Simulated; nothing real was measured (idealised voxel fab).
Process module under the name voxel air gaps
It is cross-section cut that appears here, measuring 240 nm in width, its square cells being 5 nm in size.
Cross-section format: a grid of square cells, given as bands from top to bottom; each band is one or more rows of cells.
What a band's entry tells you: where the top is and where the bottom is, as heights in nm, and after that what lies inside, material by material from left to right, each with its width in nm. Empty space is written as the word "air", and a single material marked with the word "throughout" occupies the band from edge to edge.
Where do heights start? At 0: under that level the wafer as delivered is made of one material only. And the lowest band has no floor; it just carries on downward, as in "0 down".
Width: "30 to 40" (first number = top row, second number = bottom row, same change from row to row of cells).
The cross-section has no changed cell in any step marked "nothing was modified".
"Sealed internal cavities" lists enclosed empty spaces (at least 8 cells, no open path upward to the top), each as width x height at distance from the left edge, in nm.
It should be noted that, on the line of a given step, the content following the step's settings is a remark produced by the simulator itself with respect to that step.
overlay nm: step with mask; distance mask lay right of planned place; negative value = left of planned place.

-- These are the steps we planned for the process
step 1: RECEIVE with material Si
step 2: CONFORMAL_DEP with material SiO2, thk nm 15
step 3: CONFORMAL_DEP with material SiCN, thk nm 5
step 4: DIRECTIONAL_DEP with material SiO2, thk nm 30
step 5: PATTERN with tone open, mask id LINES, material resist, width nm 20, pitch nm 45, thk nm 20, overlay nm 0
step 6: DIRECTIONAL_ETCH with etch materials SiO2, depth nm 30
step 7: STRIP with etch materials resist
step 8: CONFORMAL_DEP with material TiN, thk nm 5
step 9: FILL_DEP with material W, thk nm 10
step 10: CMP with height nm 50
step 11: EPI with material Ru, thk nm 10
step 12: SELECTIVE_ETCH with etch materials SiO2, depth nm 40
step 13: CONFORMAL_DEP with material SiCN, thk nm 5

-- As-received wafer cross-section (after step 1)
> 0 down: Si throughout
> Sealed internal cavities: none

-- The module was run from the start shown above using the plan shown above, but one mistake was made doing it; the resulting wafer cross-section is below
> 75 to 70: 15 nm air | 205 nm SiCN | 20 nm air
> 70 to 50: 15 nm air | 5 nm SiCN | 195 nm Ru | 5 nm SiCN | 20 nm air
> 50 to 45: 15 nm air | 25 nm SiCN | 5 nm TiN | 10 nm W | 5 nm TiN | 25 nm SiO2 | 5 nm TiN | 10 nm W | 5 nm TiN | 25 nm SiO2 | 5 nm TiN | 10 nm W | 5 nm TiN | 25 nm SiO2 | 5 nm TiN | 10 nm W | 5 nm TiN | 25 nm SiCN | 20 nm air
> 45 to 25: 35 nm air | 5 nm SiCN | 5 nm TiN | 10 nm W | 5 nm TiN | 25 nm SiO2 | 5 nm TiN | 10 nm W | 5 nm TiN | 25 nm SiO2 | 5 nm TiN | 10 nm W | 5 nm TiN | 25 nm SiO2 | 5 nm TiN | 10 nm W | 5 nm TiN | 5 nm SiCN | 40 nm air
> 25 to 20: 40 nm SiCN | 20 nm TiN | 25 nm SiO2 | 20 nm TiN | 25 nm SiO2 | 20 nm TiN | 25 nm SiO2 | 20 nm TiN | 45 nm SiCN
> 20 to 15: SiCN throughout
> 15 to 0: SiO2 throughout
> 0 down: Si throughout
> Sealed internal cavities: none
It is concluded that the wafer was processed incorrectly with respect to the plan, in that yeah, plan step 11 got run twice
